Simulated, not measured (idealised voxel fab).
process module | voxel self aligned vias
cross-section cut | 255 nm wide | cells 5 nm
A cross-section is a grid of square cells, given in bands from the top down. A band is one or more rows of cells.
Each band's line starts with the height of the band's top and of its bottom, in nm. Then come its materials from left to right, each with its width in nm. One material with "throughout" fills the band from edge to edge. "air" is empty space.
Height 0 is the level under which the wafer as received is all one material. The lowest band goes on downwards, as in "0 down".
A width such as "30 to 40" changes by the same amount from each row of cells to the next, from the band's top row to its bottom row.
"no change" after a step means that no cell of the cross-section changed.
closed voids: empty space of 8 cells or more with no open way to the top, each as width x height at its distance from the left edge, in nm
after a step's settings: what the simulator itself notes on the step
overlay nm, on a step with a mask: how far to the right of its planned place the mask lay; to the left if negative
plan
1 op RECEIVE | material Si
2 op CONFORMAL_DEP | material SiO2 | thk nm 15
3 op CONFORMAL_DEP | material SiCN | thk nm 5
4 op DIRECTIONAL_DEP | material SiO2 | thk nm 25
5 op PATTERN | tone open | mask id LINES | material resist | width nm 30 | pitch nm 70 | thk nm 20 | overlay nm 0
6 op DIRECTIONAL_ETCH | etch materials SiO2 | depth nm 25
7 op STRIP | etch materials resist
8 op CONFORMAL_DEP | material TiN | thk nm 5
9 op FILL_DEP | material W | thk nm 5
10 op CMP | height nm 45
11 op SELECTIVE_ETCH | etch materials W Ru TiN | depth nm 5
12 op FILL_DEP | material SiN | thk nm 5
13 op CMP | height nm 45
14 op DIRECTIONAL_DEP | material SiO2 | thk nm 20
15 op PATTERN | tone open | mask id VIAS | material resist | width nm 40 | pitch nm 70 | thk nm 20 | overlay nm 0
16 op DIRECTIONAL_ETCH | etch materials SiO2 | depth nm 20
17 op DIRECTIONAL_ETCH | etch materials SiN | depth nm 5
18 op STRIP | etch materials resist
19 op CONFORMAL_DEP | material TiN | thk nm 5
20 op FILL_DEP | material W | thk nm 5
21 op CMP | height nm 65
22 op CONFORMAL_DEP | material SiN | thk nm 5
as received, after step 1
  0 down: Si throughout
  closed voids: none
a wafer at the end: this start, this plan, one mistake
  70 to 65: SiN throughout
  65 to 50: SiO2 65 | TiN 5 | W 40 | TiN 5 | SiO2 20 | TiN 5 | W 40 | TiN 5 | SiO2 70
  50 to 45: SiO2 65 | TiN 15 | W 20 | TiN 15 | SiO2 20 | TiN 15 | W 20 | TiN 15 | SiO2 70
  45 to 40: SiO2 75 | TiN 30 | SiO2 40 | TiN 30 | SiO2 80
  40 to 25: SiO2 75 | TiN 5 | W 20 | TiN 5 | SiO2 40 | TiN 5 | W 20 | TiN 5 | SiO2 80
  25 to 20: SiO2 75 | TiN 30 | SiO2 40 | TiN 30 | SiO2 80
  20 to 15: SiCN throughout
  15 to 0: SiO2 throughout
  0 down: Si throughout
  closed voids: none
what went wrong: step 15 ran as: op PATTERN | tone open | mask id VIAS | material resist | width nm 50 | pitch nm 70 | thk nm 20 | overlay nm 0
